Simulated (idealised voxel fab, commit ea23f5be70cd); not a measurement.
The process module presented herein is designated voxel self aligned vias.
The cross-section on display is named cut; it measures 290 nm wide, and its cells are 5 nm squares.
When this document writes out a cross-section, it uses a grid of square cells and lists it as bands, beginning at the top and moving down, with a band standing for one or more rows of cells. Each band's line starts with the height of the band's top and of its bottom, in nm. Then come its materials from left to right, each with its width in nm. One material with "throughout" fills the band from edge to edge. "empty" is empty space. Ref level 0: as-received wafer is one material below here. Bottom band extends down with no lower bound ("0 and below"). So if you see something like "30 to 40" for the width, read it as the top row of the band sitting at the first number and the bottom row at the second, with every row in between moving by the same amount as the last. For the purposes of this document, the phrase "remains unaltered" attached to a step denotes that no cell within the cross-section was modified by that step. Empty spaces counting at least 8 cells and having no open way to the top are listed in "Fully sealed cavities". The notation width x height at distance is used for each, the distance being from the left edge and all three values in nm. after a step's settings: what the simulator itself notes on the step. Regarding "overlay nm": on a step with a mask, it is the distance the mask lay to the right of its planned place; a negative value places it to the left.

Set out below are the planned steps of the process
1 RECEIVE | material Si
2 CONFORMAL_DEP | material SiO2 | thk nm 15
3 CONFORMAL_DEP | material SiCN | thk nm 5
4 DIRECTIONAL_DEP | material SiO2 | thk nm 20
5 MASKED_ETCH | tone open | mask id LINES | width nm 25 | pitch nm 70 | etch materials SiO2 | depth nm 20 | overlay nm 0
6 CONFORMAL_DEP | material TiN | thk nm 5
7 FILL_DEP | material Ru | thk nm 10
8 CMP | height nm 40
9 SELECTIVE_ETCH | etch materials W Ru TiN | depth nm 10
10 FILL_DEP | material SiN | thk nm 5
11 CMP | height nm 40
12 DIRECTIONAL_DEP | material SiO2 | thk nm 20
13 PATTERN | tone open | mask id VIAS | material resist | width nm 45 | thk nm 20 | overlay nm 0
14 DIRECTIONAL_ETCH | etch materials SiO2 | depth nm 20
15 DIRECTIONAL_ETCH | etch materials SiN | depth nm 10
16 STRIP | etch materials resist
17 CONFORMAL_DEP | material TiN | thk nm 5
18 FILL_DEP | material W | thk nm 5
19 CMP | height nm 60
20 CONFORMAL_DEP | material SiN | thk nm 5

So, the first of our two wafers, run just as we planned it

Wafer as received: cross-section following step 1
    0 and below = Si throughout
    Fully sealed cavities: none

Sectional view: wafer, after step 2
    15 down to 0 = SiO2 throughout
    Below 0 it's all the same as before, nothing changed down there.

Sectional view: wafer, after step 3
    20 down to 15 = SiCN throughout
    Below 15 it's all the same as before, nothing changed down there.

Sectional view: wafer, after step 4
    40 down to 20 = SiO2 throughout
    Below 20 it's all the same as before, nothing changed down there.

Sectional view: wafer, after step 5
    40 down to 20 = 95 nm SiO2 / 25 nm empty / 45 nm SiO2 / 25 nm empty / 100 nm SiO2
    Below 20 it's all the same as before, nothing changed down there.

Sectional view: wafer, after step 6
    45 down to 40 = 100 nm TiN / 15 nm empty / 55 nm TiN / 15 nm empty / 105 nm TiN
    40 down to 25 = 95 nm SiO2 / 5 nm TiN / 15 nm empty / 5 nm TiN / 45 nm SiO2 / 5 nm TiN / 15 nm empty / 5 nm TiN / 100 nm SiO2
    25 down to 20 = 95 nm SiO2 / 25 nm TiN / 45 nm SiO2 / 25 nm TiN / 100 nm SiO2
    Below 20 it's all the same as before, nothing changed down there.

Sectional view: wafer, after step 7
    55 down to 45 = Ru throughout
    45 down to 40 = 100 nm TiN / 15 nm Ru / 55 nm TiN / 15 nm Ru / 105 nm TiN
    40 down to 25 = 95 nm SiO2 / 5 nm TiN / 15 nm Ru / 5 nm TiN / 45 nm SiO2 / 5 nm TiN / 15 nm Ru / 5 nm TiN / 100 nm SiO2
    Below 25 it's all the same as before, nothing changed down there.

Sectional view: wafer, after step 8
    40 down to 25 = 95 nm SiO2 / 5 nm TiN / 15 nm Ru / 5 nm TiN / 45 nm SiO2 / 5 nm TiN / 15 nm Ru / 5 nm TiN / 100 nm SiO2
    Below 25 it's all the same as before, nothing changed down there.

Sectional view: wafer, after step 9
    40 down to 30 = 95 nm SiO2 / 25 nm empty / 45 nm SiO2 / 25 nm empty / 100 nm SiO2
    Below 30 it's all the same as before, nothing changed down there.

Sectional view: wafer, after step 10
    45 down to 40 = SiN throughout
    40 down to 30 = 95 nm SiO2 / 25 nm SiN / 45 nm SiO2 / 25 nm SiN / 100 nm SiO2
    Below 30 it's all the same as before, nothing changed down there.

Sectional view: wafer, after step 11
    40 down to 30 = 95 nm SiO2 / 25 nm SiN / 45 nm SiO2 / 25 nm SiN / 100 nm SiO2
    Below 30 it's all the same as before, nothing changed down there.

Sectional view: wafer, after step 12
    60 down to 40 = SiO2 throughout
    Below 40 it's all the same as before, nothing changed down there.

Sectional view: wafer, after step 13
    80 down to 60 = 85 nm resist / 45 nm empty / 160 nm resist
    Below 60 it's all the same as before, nothing changed down there.

Sectional view: wafer, after step 14
    80 down to 60 = 85 nm resist / 45 nm empty / 160 nm resist
    60 down to 40 = 85 nm SiO2 / 45 nm empty / 160 nm SiO2
    Below 40 it's all the same as before, nothing changed down there.

Sectional view: wafer, after step 15
    80 down to 60 = 85 nm resist / 45 nm empty / 160 nm resist
    60 down to 40 = 85 nm SiO2 / 45 nm empty / 160 nm SiO2
    40 down to 30 = 95 nm SiO2 / 25 nm empty / 45 nm SiO2 / 25 nm SiN / 100 nm SiO2
    Below 30 it's all the same as before, nothing changed down there.

Sectional view: wafer, after step 16
    60 down to 40 = 85 nm SiO2 / 45 nm empty / 160 nm SiO2
    Below 40 it's all the same as before, nothing changed down there.

Sectional view: wafer, after step 17
    65 down to 60 = 90 nm TiN / 35 nm empty / 165 nm TiN
    60 down to 45 = 85 nm SiO2 / 5 nm TiN / 35 nm empty / 5 nm TiN / 160 nm SiO2
    45 down to 40 = 85 nm SiO2 / 15 nm TiN / 15 nm empty / 15 nm TiN / 160 nm SiO2
    40 down to 35 = 95 nm SiO2 / 5 nm TiN / 15 nm empty / 5 nm TiN / 45 nm SiO2 / 25 nm SiN / 100 nm SiO2
    35 down to 30 = 95 nm SiO2 / 25 nm TiN / 45 nm SiO2 / 25 nm SiN / 100 nm SiO2
    Below 30 it's all the same as before, nothing changed down there.

Sectional view: wafer, after step 18
    70 down to 65 = W throughout
    65 down to 60 = 90 nm TiN / 35 nm W / 165 nm TiN
    60 down to 45 = 85 nm SiO2 / 5 nm TiN / 35 nm W / 5 nm TiN / 160 nm SiO2
    45 down to 40 = 85 nm SiO2 / 15 nm TiN / 15 nm W / 15 nm TiN / 160 nm SiO2
    40 down to 35 = 95 nm SiO2 / 5 nm TiN / 15 nm W / 5 nm TiN / 45 nm SiO2 / 25 nm SiN / 100 nm SiO2
    Below 35 it's all the same as before, nothing changed down there.

Sectional view: wafer, after step 19
    60 down to 45 = 85 nm SiO2 / 5 nm TiN / 35 nm W / 5 nm TiN / 160 nm SiO2
    Below 45 it's all the same as before, nothing changed down there.

Sectional view: wafer, after step 20
    65 down to 60 = SiN throughout
    Below 60 it's all the same as before, nothing changed down there.

For the second wafer, take the first wafer's start and plan, then add one mistake made in running it; everything through step 12, that step included, is shared with the first

Here is the second wafer in cross-section at the point where step 13 of the plan should have been done
    80 down to 60 = 85 nm empty / 45 nm resist / 160 nm empty
    Below 60 it's all the same as before, nothing changed down there.

Here is the second wafer in cross-section at the point where step 14 of the plan should have been done
    80 down to 60 = 85 nm empty / 45 nm resist / 160 nm empty
    60 down to 40 = 85 nm empty / 45 nm SiO2 / 160 nm empty
    Below 40 it's all the same as before, nothing changed down there.

Here is the second wafer in cross-section at the point where step 15 of the plan should have been done
    80 down to 60 = 85 nm empty / 45 nm resist / 160 nm empty
    60 down to 40 = 85 nm empty / 45 nm SiO2 / 160 nm empty
    40 down to 30 = 95 nm SiO2 / 25 nm SiN / 45 nm SiO2 / 25 nm empty / 100 nm SiO2
    Below 30 it's all the same as before, nothing changed down there.

Here is the second wafer in cross-section at the point where step 16 of the plan should have been done
    60 down to 40 = 85 nm empty / 45 nm SiO2 / 160 nm empty
    Below 40 it's all the same as before, nothing changed down there.

Here is the second wafer in cross-section at the point where step 17 of the plan should have been done
    65 down to 60 = 80 nm empty / 55 nm TiN / 155 nm empty
    60 down to 45 = 80 nm empty / 5 nm TiN / 45 nm SiO2 / 5 nm TiN / 155 nm empty
    45 down to 40 = 85 nm TiN / 45 nm SiO2 / 40 nm TiN / 15 nm empty / 105 nm TiN
    40 down to 35 = 95 nm SiO2 / 25 nm SiN / 45 nm SiO2 / 5 nm TiN / 15 nm empty / 5 nm TiN / 100 nm SiO2
    35 down to 30 = 95 nm SiO2 / 25 nm SiN / 45 nm SiO2 / 25 nm TiN / 100 nm SiO2
    Below 30 it's all the same as before, nothing changed down there.

Here is the second wafer in cross-section at the point where step 18 of the plan should have been done
    70 down to 65 = W throughout
    65 down to 60 = 80 nm W / 55 nm TiN / 155 nm W
    60 down to 45 = 80 nm W / 5 nm TiN / 45 nm SiO2 / 5 nm TiN / 155 nm W
    45 down to 40 = 85 nm TiN / 45 nm SiO2 / 40 nm TiN / 15 nm W / 105 nm TiN
    40 down to 35 = 95 nm SiO2 / 25 nm SiN / 45 nm SiO2 / 5 nm TiN / 15 nm W / 5 nm TiN / 100 nm SiO2
    Below 35 it's all the same as before, nothing changed down there.

Here is the second wafer in cross-section at the point where step 19 of the plan should have been done
    60 down to 45 = 80 nm W / 5 nm TiN / 45 nm SiO2 / 5 nm TiN / 155 nm W
    Below 45 it's all the same as before, nothing changed down there.

Here is the second wafer in cross-section at the point where step 20 of the plan should have been done
    65 down to 60 = SiN throughout
    Below 60 it's all the same as before, nothing changed down there.
Error vs. plan: step 13 off recipe, ran as PATTERN | tone cover | mask id VIAS | material resist | width nm 45 | thk nm 20 | overlay nm 0
Heads up, by the end the second wafer has more or fewer cells of some materials compared to the first: 160 fewer of SiO2 | 40 more of TiN | 120 more of W
